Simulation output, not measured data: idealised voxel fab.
The following process module bears the name voxel double patterning.
In the cross-section labelled cut, the width is 250 nm and each square cell is 5 nm.
In this document a cross-section is written as a grid of square cells. It is given as a series of bands, listed from the top down, and a band is one or more rows of cells.
Top, bottom (nm), then materials left to right with widths (nm); lone material tagged "throughout" fills the whole band edge to edge; "empty" = empty space.
It should be noted that heights are counted from 0, beneath which the wafer as supplied is of one material throughout, and that the lowest band possesses no lower boundary but continues downward, as written in "0 down".
The expression "30 to 40" gives the width at the extremes of the band, the first number at its top row of cells and the second at its bottom row, with the width changing by equal amounts from each row to the next in between.
Reading "all unchanged" for a step: not a cell of the cross-section changed in it.
"Sealed void inventory" means: voids of 8 cells or more that are shut off from the top with no open way through. Written width x height at distance, distance from the left edge, in nm.
On each step's line, the part that comes after the settings is the simulator's own comment on the step.
A step line may carry the setting "overlay nm", which, for steps involving a mask, states the distance by which the mask lay to the right of its intended position; negative values denote displacement to the left.

# These are the steps we planned for the process
1) RECEIVE: material Si
2) CONFORMAL_DEP: material SiN, thk nm 5
3) DIRECTIONAL_DEP: material SiO2, thk nm 20
4) DIRECTIONAL_DEP: material SiCN, thk nm 10
5) DIRECTIONAL_DEP: material aC, thk nm 15
6) PATTERN: tone open, mask id FIRST, material resist, width nm 15, pitch nm 50, thk nm 35, overlay nm 0
7) DIRECTIONAL_ETCH: etch materials aC, depth nm 15
8) STRIP: etch materials resist
9) DIRECTIONAL_ETCH: etch materials SiCN, depth nm 10
10) STRIP: etch materials aC
11) MASKED_ETCH: tone open, mask id SECOND, width nm 15, etch materials SiCN, depth nm 10, overlay nm 0
12) DIRECTIONAL_ETCH: etch materials SiO2, depth nm 20
13) STRIP: etch materials SiCN

# First of two wafers, processed according to plan

# The cross-section here shows the wafer as received, i.e. in its state after step 1
0 down  Si throughout
Sealed void inventory: none

# Take a look at the wafer's cross-section after step 2
5 to 0  SiN throughout
Whatever lies below 0 is exactly as it was before.

# Take a look at the wafer's cross-section after step 3
25 to 5  SiO2 throughout
Whatever lies below 5 is exactly as it was before.

# Take a look at the wafer's cross-section after step 4
35 to 25  SiCN throughout
Whatever lies below 25 is exactly as it was before.

# Take a look at the wafer's cross-section after step 5
50 to 35  aC throughout
Whatever lies below 35 is exactly as it was before.

# Take a look at the wafer's cross-section after step 6
85 to 50  90 of resist, then 15 of empty, then 35 of resist, then 15 of empty, then 95 of resist
Whatever lies below 50 is exactly as it was before.

# Take a look at the wafer's cross-section after step 7
70 to 50  90 of resist, then 15 of empty, then 35 of resist, then 15 of empty, then 95 of resist
50 to 35  90 of aC, then 15 of empty, then 35 of aC, then 15 of empty, then 95 of aC
Whatever lies below 35 is exactly as it was before.

# Take a look at the wafer's cross-section after step 8
50 to 35  90 of aC, then 15 of empty, then 35 of aC, then 15 of empty, then 95 of aC
Whatever lies below 35 is exactly as it was before.

# Take a look at the wafer's cross-section after step 9
50 to 35  90 of aC, then 15 of empty, then 35 of aC, then 15 of empty, then 95 of aC
35 to 25  90 of SiCN, then 15 of empty, then 35 of SiCN, then 15 of empty, then 95 of SiCN
Whatever lies below 25 is exactly as it was before.

# Take a look at the wafer's cross-section after step 10
35 to 25  90 of SiCN, then 15 of empty, then 35 of SiCN, then 15 of empty, then 95 of SiCN
Whatever lies below 25 is exactly as it was before.

# Take a look at the wafer's cross-section after step 11
35 to 25  90 of SiCN, then 15 of empty, then 10 of SiCN, then 15 of empty, then 10 of SiCN, then 15 of empty, then 95 of SiCN
Whatever lies below 25 is exactly as it was before.

# Take a look at the wafer's cross-section after step 12
35 to 25  90 of SiCN, then 15 of empty, then 10 of SiCN, then 15 of empty, then 10 of SiCN, then 15 of empty, then 95 of SiCN
25 to 5  90 of SiO2, then 15 of empty, then 10 of SiO2, then 15 of empty, then 10 of SiO2, then 15 of empty, then 95 of SiO2
Whatever lies below 5 is exactly as it was before.

# Take a look at the wafer's cross-section after step 13
25 to 5  90 of SiO2, then 15 of empty, then 10 of SiO2, then 15 of empty, then 10 of SiO2, then 15 of empty, then 95 of SiO2
Whatever lies below 5 is exactly as it was before.

# For the second wafer, take the first wafer's start and plan, then add one mistake made in running it; everything through step 3, that step included, is shared with the first

# Cross-section of the second wafer at the time step 4 of the plan should have ended
35 to 25  SiN throughout
Whatever lies below 25 is exactly as it was before.

# Cross-section of the second wafer at the time step 5 of the plan should have ended
50 to 35  aC throughout
Whatever lies below 35 is exactly as it was before.

# Cross-section of the second wafer at the time step 6 of the plan should have ended
85 to 50  90 of resist, then 15 of empty, then 35 of resist, then 15 of empty, then 95 of resist
Whatever lies below 50 is exactly as it was before.

# Cross-section of the second wafer at the time step 7 of the plan should have ended
70 to 50  90 of resist, then 15 of empty, then 35 of resist, then 15 of empty, then 95 of resist
50 to 35  90 of aC, then 15 of empty, then 35 of aC, then 15 of empty, then 95 of aC
Whatever lies below 35 is exactly as it was before.

# Cross-section of the second wafer at the time step 8 of the plan should have ended
50 to 35  90 of aC, then 15 of empty, then 35 of aC, then 15 of empty, then 95 of aC
Whatever lies below 35 is exactly as it was before.

Cross-section of the second wafer at the time step 9 of the plan should have ended: all unchanged

# Cross-section of the second wafer at the time step 10 of the plan should have ended
35 to 25  SiN throughout
Whatever lies below 25 is exactly as it was before.

Cross-section of the second wafer at the time step 11 of the plan should have ended: all unchanged

Cross-section of the second wafer at the time step 12 of the plan should have ended: all unchanged

Cross-section of the second wafer at the time step 13 of the plan should have ended: all unchanged
Error vs. plan: step 4 was run on a setting that differed from the plan, and what really ran there is DIRECTIONAL_DEP: material SiN, thk nm 10
Final tally in cells, some materials are higher or lower on the second wafer than on the first: SiN +100; SiO2 +36
